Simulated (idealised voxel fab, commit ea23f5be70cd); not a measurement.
This section sets out a process module, namely voxel plated lines.
It is cross-section cut that appears here, measuring 190 nm in width, its square cells being 5 nm in size.
Each cross-section below is a grid of square cells, stated as bands in top-down order, with one or more rows of cells making up each band.
It is stipulated that each band's entry specify, in nanometres, the height of the top of the band and then that of its bottom, followed by the materials of the band in left-to-right sequence, each together with its width in nanometres. A single material marked by the word "full width" is understood to fill the band from edge to edge; the word "blank" is understood to denote empty space.
Height datum 0, below which the as-received substrate wafer is one material. Lowest band open at the bottom, running downward: "0 down".
Graded width ("30->40"): value in top row of band = first number; value in bottom row = second number; row-to-row change constant.
What does "no alterations made" mean for a step? It means no cell of the cross-section changed in that step.
Under "Non-vented voids" you'll find the enclosed gaps, the ones with no way out to the top, that are 8 cells or bigger; each reads width x height at distance, with distance counted from the left edge, everything in nm.
Past the settings on a step's line: simulator remark, on that step.
"overlay nm" on a masked step: distance the mask lay right of its planned place, negative for left.
[This section lists the process steps that were planned]
step 1: RECEIVE with material Si
step 2: CONFORMAL_DEP with material Al2O3, thk nm 15
step 3: DIRECTIONAL_DEP with material TiN, thk nm 5
step 4: PATTERN with tone open, mask id LINES, material resist, width nm 20, pitch nm 40, thk nm 15, overlay nm 0
step 5: EPI with material Ru, thk nm 10
step 6: STRIP with etch materials resist
step 7: DIRECTIONAL_ETCH with etch materials TiN, depth nm 5
step 8: CONFORMAL_DEP with material SiCN, thk nm 5
[So, the first of our two wafers, run just as we planned it]
[Incoming wafer, cross-sectional view, post step 1]
	0 down = Si full width
	Non-vented voids: none
[Step 2 done - wafer cross-section]
	15 to 0 = Al2O3 full width
	Nothing below the height 0 has changed.
[Step 3 done - wafer cross-section]
	20 to 15 = TiN full width
	Nothing below the height 15 has changed.
[Step 4 done - wafer cross-section]
	35 to 20 = resist 45  blank 20  resist 20  blank 20  resist 20  blank 20  resist 45
	Nothing below the height 20 has changed.
[Step 5 done - wafer cross-section]
	35 to 30 = resist 45  blank 20  resist 20  blank 20  resist 20  blank 20  resist 45
	30 to 20 = resist 45  Ru 20  resist 20  Ru 20  resist 20  Ru 20  resist 45
	Nothing below the height 20 has changed.
[Step 6 done - wafer cross-section]
	30 to 20 = blank 45  Ru 20  blank 20  Ru 20  blank 20  Ru 20  blank 45
	Nothing below the height 20 has changed.
[Step 7 done - wafer cross-section]
	30 to 20 = blank 45  Ru 20  blank 20  Ru 20  blank 20  Ru 20  blank 45
	20 to 15 = blank 45  TiN 20  blank 20  TiN 20  blank 20  TiN 20  blank 45
	Nothing below the height 15 has changed.
[Step 8 done - wafer cross-section]
	35 to 30 = blank 40  SiCN 30  blank 10  SiCN 30  blank 10  SiCN 30  blank 40
	30 to 20 = blank 40  SiCN 5  Ru 20  SiCN 5  blank 10  SiCN 5  Ru 20  SiCN 5  blank 10  SiCN 5  Ru 20  SiCN 5  blank 40
	20 to 15 = SiCN 45  TiN 20  SiCN 20  TiN 20  SiCN 20  TiN 20  SiCN 45
	Nothing below the height 15 has changed.
[Second Wafer (Identical Start and Plan, One Processing Error; Matches First Wafer Through Step 7)]
[Cross-section of the second wafer when, according to plan, step 8 should have finished]
	35 to 30 = blank 40  TiN 30  blank 10  TiN 30  blank 10  TiN 30  blank 40
	30 to 20 = blank 40  TiN 5  Ru 20  TiN 5  blank 10  TiN 5  Ru 20  TiN 5  blank 10  TiN 5  Ru 20  TiN 5  blank 40
	20 to 15 = TiN full width
	Nothing below the height 15 has changed.
Nonconformance to the process plan: step 8 was not run as planned; what actually ran was CONFORMAL_DEP with material TiN, thk nm 5
Final cells, second wafer relative to first, materials higher or lower: SiCN -56; TiN +56
